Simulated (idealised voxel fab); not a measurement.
process module | voxel ribs on slabs
cross-section cut | 160 nm wide | cells 5 nm
A cross-section is a grid of square cells, given in bands from the top down. A band is one or more rows of cells.
Each band's line starts with the height of the band's top and of its bottom, in nm. Then come its materials from left to right, each with its width in nm. One material with "throughout" fills the band from edge to edge. "air" is empty space.
Height 0 is the level under which the wafer as received is all one material. The lowest band goes on downwards, as in "0 down".
A width such as "30 to 40" changes by the same amount from each row of cells to the next, from the band's top row to its bottom row.
"no change" after a step means that no cell of the cross-section changed.
closed voids: empty space of 8 cells or more with no open way to the top, each as width x height at its distance from the left edge, in nm
after a step's settings: what the simulator itself notes on the step
overlay nm, on a step with a mask: how far to the right of its planned place the mask lay; to the left if negative
plan
1 op RECEIVE | material Si
2 op DIRECTIONAL_DEP | material SiO2 | thk nm 20
3 op DIRECTIONAL_DEP | material SiN | thk nm 20
4 op MASKED_ETCH | tone cover | mask id RIB | width nm 25 | etch materials SiN | depth nm 10 | overlay nm 0
5 op PATTERN | tone cover | mask id SLAB | material resist | width nm 65 | thk nm 20 | overlay nm 0
6 op DIRECTIONAL_ETCH | etch materials SiN | depth nm 10
7 op STRIP | etch materials resist
8 op FILL_DEP | material SiO2 | thk nm 20
9 op CMP | height nm 50
10 op DIRECTIONAL_DEP | material TiN | thk nm 10
11 op MASKED_ETCH | tone cover | mask id HEATER | width nm 35 | etch materials TiN | depth nm 10 | overlay nm 0
12 op CONFORMAL_DEP | material SiN | thk nm 5
first wafer, as planned
as received, after step 1
  0 down: Si throughout
  closed voids: none
after step 2
  20 to 0: SiO2 throughout
  below 0: unchanged
after step 3
  40 to 20: SiN throughout
  below 20: unchanged
after step 4
  40 to 30: air 65 | SiN 25 | air 70
  below 30: unchanged
after step 5
  60 to 40: air 45 | resist 65 | air 50
  40 to 30: air 45 | resist 20 | SiN 25 | resist 20 | air 50
  below 30: unchanged
after step 6
  60 to 40: air 45 | resist 65 | air 50
  40 to 30: air 45 | resist 20 | SiN 25 | resist 20 | air 50
  30 to 20: air 45 | SiN 65 | air 50
  below 20: unchanged
after step 7
  40 to 30: air 65 | SiN 25 | air 70
  below 30: unchanged
after step 8
  60 to 40: SiO2 throughout
  40 to 30: SiO2 65 | SiN 25 | SiO2 70
  30 to 20: SiO2 45 | SiN 65 | SiO2 50
  below 20: unchanged
after step 9
  50 to 40: SiO2 throughout
  below 40: unchanged
after step 10
  60 to 50: TiN throughout
  below 50: unchanged
after step 11
  60 to 50: air 60 | TiN 35 | air 65
  below 50: unchanged
after step 12
  65 to 60: air 55 | SiN 45 | air 60
  60 to 55: air 55 | SiN 5 | TiN 35 | SiN 5 | air 60
  55 to 50: SiN 60 | TiN 35 | SiN 65
  below 50: unchanged
second wafer: like start, like plan, one mistake. Through step 1 it matches the first wafer
when step 2 should have ended
  20 to 0: SiN throughout
  below 0: unchanged
when step 3 should have ended
  40 to 20: SiO2 throughout
  below 20: unchanged
when step 4 should have ended: no change
when step 5 should have ended
  60 to 40: air 45 | resist 65 | air 50
  below 40: unchanged
when step 6 should have ended: no change
when step 7 should have ended
  40 to 20: SiO2 throughout
  below 20: unchanged
when step 8 should have ended
  60 to 20: SiO2 throughout
  below 20: unchanged
when step 9 should have ended
  50 to 20: SiO2 throughout
  below 20: unchanged
when step 10 should have ended
  60 to 50: TiN throughout
  below 50: unchanged
when step 11 should have ended
  60 to 50: air 60 | TiN 35 | air 65
  below 50: unchanged
when step 12 should have ended
  65 to 60: air 55 | SiN 45 | air 60
  60 to 55: air 55 | SiN 5 | TiN 35 | SiN 5 | air 60
  55 to 50: SiN 60 | TiN 35 | SiN 65
  below 50: unchanged
what went wrong: steps 2 and 3 were swapped
at the end the second wafer has, in cells: 92 more of SiN | 92 fewer of SiO2
